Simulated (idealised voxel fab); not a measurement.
Name of the process module below: voxel capacitor over wiring
We display cut, a cross-section 200 nm in width whose square cells are each 5 nm.
We lay out every cross-section as a grid of square cells and spell it out in bands from the top down, where one band means one or more rows of cells.
Band entry format. Leading values: height of top, height of bottom, nm. Remainder: materials in left-to-right order, each with its width in nm. Special words: "full width" on a single material, which then fills the band edge to edge; "empty", empty space.
Where do heights start? At 0: under that level the wafer as delivered is made of one material only. And the lowest band has no floor; it just carries on downward, as in "0 -> down".
The expression "30..40" gives the width at the extremes of the band, the first number at its top row of cells and the second at its bottom row, with the width changing by equal amounts from each row to the next in between.
Any step labelled "everything unchanged" changed none of the cells in the cross-section.
What "Cavities, closed" gives you is every empty space of 8 cells or more that is cut off from the top. Each appears as width x height at distance, with the distance taken from the left edge and width, height and distance all in nm.
after a step's settings: what the simulator itself notes on the step
When a step includes a mask, the "overlay nm" setting on its line states how far to the right of its planned place that mask lay, and negative values state how far to the left.

-- Steps in the process plan
| 1 | RECEIVE with material Si |
| 2 | CONFORMAL_DEP with material SiO2, thk nm 15 |
| 3 | CONFORMAL_DEP with material SiCN, thk nm 5 |
| 4 | DIRECTIONAL_DEP with material lowk, thk nm 20 |
| 5 | PATTERN with tone open, mask id METAL_1, material resist, width nm 30, pitch nm 80, thk nm 20, overlay nm -15 |
| 6 | DIRECTIONAL_ETCH with etch materials lowk, depth nm 20 |
| 7 | DIRECTIONAL_ETCH with etch materials SiCN, depth nm 5 |
| 8 | STRIP with etch materials resist |
| 9 | CONFORMAL_DEP with material TiN, thk nm 5 |
| 10 | FILL_DEP with material Cu, thk nm 5 |
| 11 | CMP with height nm 40 |
| 12 | CONFORMAL_DEP with material SiCN, thk nm 5 |
| 13 | DIRECTIONAL_DEP with material lowk, thk nm 10 |
| 14 | MASKED_ETCH with tone open, mask id PLUG_1, width nm 15, etch materials lowk, depth nm 10, overlay nm 0 |
| 15 | MASKED_ETCH with tone open, mask id PLUG_1, width nm 15, etch materials SiCN, depth nm 5, overlay nm 0 |
| 16 | EPI with material Ru, thk nm 10 |
| 17 | EPI with material Ru, thk nm 5 |
| 18 | DIRECTIONAL_DEP with material TiN, thk nm 10 |
| 19 | DIRECTIONAL_DEP with material Al2O3, thk nm 5 |
| 20 | DIRECTIONAL_DEP with material TiN, thk nm 5 |
| 21 | PATTERN with tone cover, mask id UPPER_PLATE, material resist, width nm 55, thk nm 15, overlay nm 0 |
| 22 | DIRECTIONAL_ETCH with etch materials TiN, depth nm 5 |
| 23 | DIRECTIONAL_ETCH with etch materials Al2O3, depth nm 5 |
| 24 | STRIP with etch materials resist |
| 25 | MASKED_ETCH with tone cover, mask id LOWER_PLATE, width nm 65, etch materials TiN, depth nm 10, overlay nm 0 |
| 26 | FILL_DEP with material SiO2, thk nm 15 |
| 27 | CMP with height nm 85 |
| 28 | PATTERN with tone open, mask id PLUG_2, material resist, width nm 15, thk nm 15, overlay nm 0 |
| 29 | DIRECTIONAL_ETCH with etch materials SiO2, depth nm 10 |
| 30 | STRIP with etch materials resist |
| 31 | CONFORMAL_DEP with material TiN, thk nm 5 |
| 32 | FILL_DEP with material W, thk nm 10 |
| 33 | CMP with height nm 85 |
| 34 | CONFORMAL_DEP with material SiN, thk nm 5 |
Heads up: all these wafers start the same, and what changes between them is the overlay nm in step 5. The value you see in the plan is just what the first wafer got.

-- The first of several wafers, as received after step 1, seen in section
  0 -> down = Si full width
  Cavities, closed: none

-- Cross-section after step 34, the final step of the module, for the first of several wafers
  90 -> 85 = SiN full width
  85 -> 80 = 70 SiO2 | 5 TiN | 5 W | 5 TiN | 115 SiO2
  80 -> 70 = 70..75 SiO2 | 15..40 TiN | 115..85 SiO2
  70 -> 65 = 75 SiO2 | 40 Al2O3 | 85 SiO2
  65 -> 60 = 55 SiO2 | 5 TiN | 15 SiO2 | 45 TiN | 80 SiO2
  60 -> 55 = 55 SiO2 | 65 TiN | 80 SiO2
  55 -> 50 = 60 lowk | 15 Al2O3 | 125 lowk
  50 -> 45 = 60 lowk | 15 TiN | 125 lowk
  45 -> 40 = 60 SiCN | 15 TiN | 125 SiCN
  40 -> 20 = 30 lowk | 5 TiN | 20 Cu | 5 TiN | 50 lowk | 5 TiN | 20 Cu | 5 TiN | 60 lowk
  20 -> 15 = 30 SiCN | 30 TiN | 50 SiCN | 30 TiN | 60 SiCN
  15 -> 0 = SiO2 full width
  0 -> down = Si full width
  Cavities, closed: none

-- Cross-sectional view of the final wafer of several at the module's end
  90 -> 85 = SiN full width
  85 -> 80 = 70 SiO2 | 5 TiN | 5 W | 5 TiN | 115 SiO2
  80 -> 70 = 70..60 SiO2 | 15..55 TiN | 115..85 SiO2
  70 -> 65 = 60 SiO2 | 55 Al2O3 | 85 SiO2
  65 -> 55 = 55 SiO2 | 65 TiN | 80 SiO2
  55 -> 45 = 60 lowk | 15 Ru | 125 lowk
  45 -> 40 = 60 SiCN | 15 Ru | 125 SiCN
  40 -> 20 = 60 lowk | 5 TiN | 20 Cu | 5 TiN | 50 lowk | 5 TiN | 20 Cu | 5 TiN | 30 lowk
  20 -> 15 = 60 SiCN | 30 TiN | 50 SiCN | 30 TiN | 30 SiCN
  15 -> 0 = SiO2 full width
  0 -> down = Si full width
  Cavities, closed: none

-- Here is how to read the rows: every wafer has a row, and it shows the wafer at the end of the module, giving for each material how many cells were gained (+) or lost (-) since the wafer was received, then listing its closed voids
overlay nm -15; +11 Al2O3; +32 Cu; +65 SiCN; +40 SiN; +315 SiO2; +70 TiN; +1 W; +186 lowk; Cavities, closed: none
overlay nm -10; +11 Al2O3; +32 Cu; +9 Ru; +65 SiCN; +40 SiN; +306 SiO2; +70 TiN; +1 W; +186 lowk; Cavities, closed: none
overlay nm -5; +11 Al2O3; +32 Cu; +9 Ru; +65 SiCN; +40 SiN; +306 SiO2; +70 TiN; +1 W; +186 lowk; Cavities, closed: none
overlay nm 0; +11 Al2O3; +32 Cu; +9 Ru; +65 SiCN; +40 SiN; +306 SiO2; +70 TiN; +1 W; +186 lowk; Cavities, closed: none
overlay nm 5; +11 Al2O3; +32 Cu; +9 Ru; +65 SiCN; +40 SiN; +306 SiO2; +70 TiN; +1 W; +186 lowk; Cavities, closed: none
overlay nm 10; +11 Al2O3; +32 Cu; +9 Ru; +65 SiCN; +40 SiN; +306 SiO2; +70 TiN; +1 W; +186 lowk; Cavities, closed: none
overlay nm 15; +11 Al2O3; +32 Cu; +9 Ru; +65 SiCN; +40 SiN; +306 SiO2; +70 TiN; +1 W; +186 lowk; Cavities, closed: none
